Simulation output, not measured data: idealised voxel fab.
Process module under the name voxel trench capacitor
Shown is cross-section cut, with a width of 225 nm and square cells of size 5 nm.
Cross-section spec: square-cell grid; bands listed top down; each band is one or more rows.
Band entry format. Leading values: height of top, height of bottom, nm. Remainder: materials in left-to-right order, each with its width in nm. Special words: "all across" on a single material, which then fills the band edge to edge; "empty", empty space.
Note: height 0 marks the level under which the wafer is uniformly one material as received. Lowest band unbounded below, written "0 nm and below".
You'd read "30->40" like this: the band's top row of cells is as wide as the first number, its bottom row is as wide as the second, and going down, every row changes width by the same amount as the row before did.
Where the words "nothing altered" appear for a step, the cross-section shows no cell changed by that step; every cell remained as before.
Listed in "Trapped void list": every empty space of 8 or more cells without an open way to the top. Form: width x height at distance, the distance being from the left edge, all in nm.
The remark found on a step's line after its settings is issued by the simulator itself and pertains to that step.
When a step includes a mask, the "overlay nm" setting on its line states how far to the right of its planned place that mask lay, and negative values state how far to the left.

### The process steps that were planned are listed below
1: RECEIVE (material Si)
2: CONFORMAL_DEP (material SiN; thk nm 10)
3: MASKED_ETCH (tone open; mask id TRENCH; width nm 20; pitch nm 45; etch materials SiN; depth nm 10; overlay nm 0)
4: MASKED_ETCH (tone open; mask id TRENCH; width nm 20; pitch nm 45; etch materials Si; depth nm 25; overlay nm 0)
5: CONFORMAL_DEP (material SiO2; thk nm 5)
6: FILL_DEP (material polySi; thk nm 5)
7: CMP (height nm 10)

### Step 1 complete: cross-section of the wafer as received
> 0 nm and below  Si all across
> Trapped void list: none

### Cross-sectional image of the first of two wafers at the end of the module, the run having proceeded as planned
> 10 nm to 0 nm  SiN (55) / SiO2 (5) / polySi (10) / SiO2 (5) / SiN (25) / SiO2 (5) / polySi (10) / SiO2 (5) / SiN (25) / SiO2 (5) / polySi (10) / SiO2 (5) / SiN (60)
> 0 nm to -20 nm  Si (55) / SiO2 (5) / polySi (10) / SiO2 (5) / Si (25) / SiO2 (5) / polySi (10) / SiO2 (5) / Si (25) / SiO2 (5) / polySi (10) / SiO2 (5) / Si (60)
> -20 nm to -25 nm  Si (55) / SiO2 (20) / Si (25) / SiO2 (20) / Si (25) / SiO2 (20) / Si (60)
> -25 nm and below  Si all across
> Trapped void list: none

### Cross-section at end of module for the second wafer of two, which matched the first in starting point and plan and differed by one mistake in its processing
> 10 nm to 0 nm  SiN (60) / SiO2 (5) / polySi (10->5) / SiO2 (5->10) / SiN (25) / SiO2 (5) / polySi (10->5) / SiO2 (5->10) / SiN (25) / SiO2 (5) / polySi (10->5) / SiO2 (5->10) / SiN (55)
> 0 nm to -20 nm  Si (60) / SiO2 (5) / polySi (5) / SiO2 (5) / Si (30) / SiO2 (5) / polySi (5) / SiO2 (5) / Si (30) / SiO2 (5) / polySi (5) / SiO2 (5) / Si (60)
> -20 nm to -25 nm  Si (60) / SiO2 (15) / Si (30) / SiO2 (15) / Si (30) / SiO2 (15) / Si (60)
> -25 nm and below  Si all across
> Trapped void list: none
Heads up, the wafer didn't run the way we planned it: for step 3, the planned setting was not used; the step was instead run as MASKED_ETCH (tone open; mask id TRENCH; width nm 20; pitch nm 45; etch materials SiN; depth nm 10; overlay nm 5)
End of process, cell counts, second wafer against first, materials with more or fewer: Si: 15 more | polySi: 15 fewer
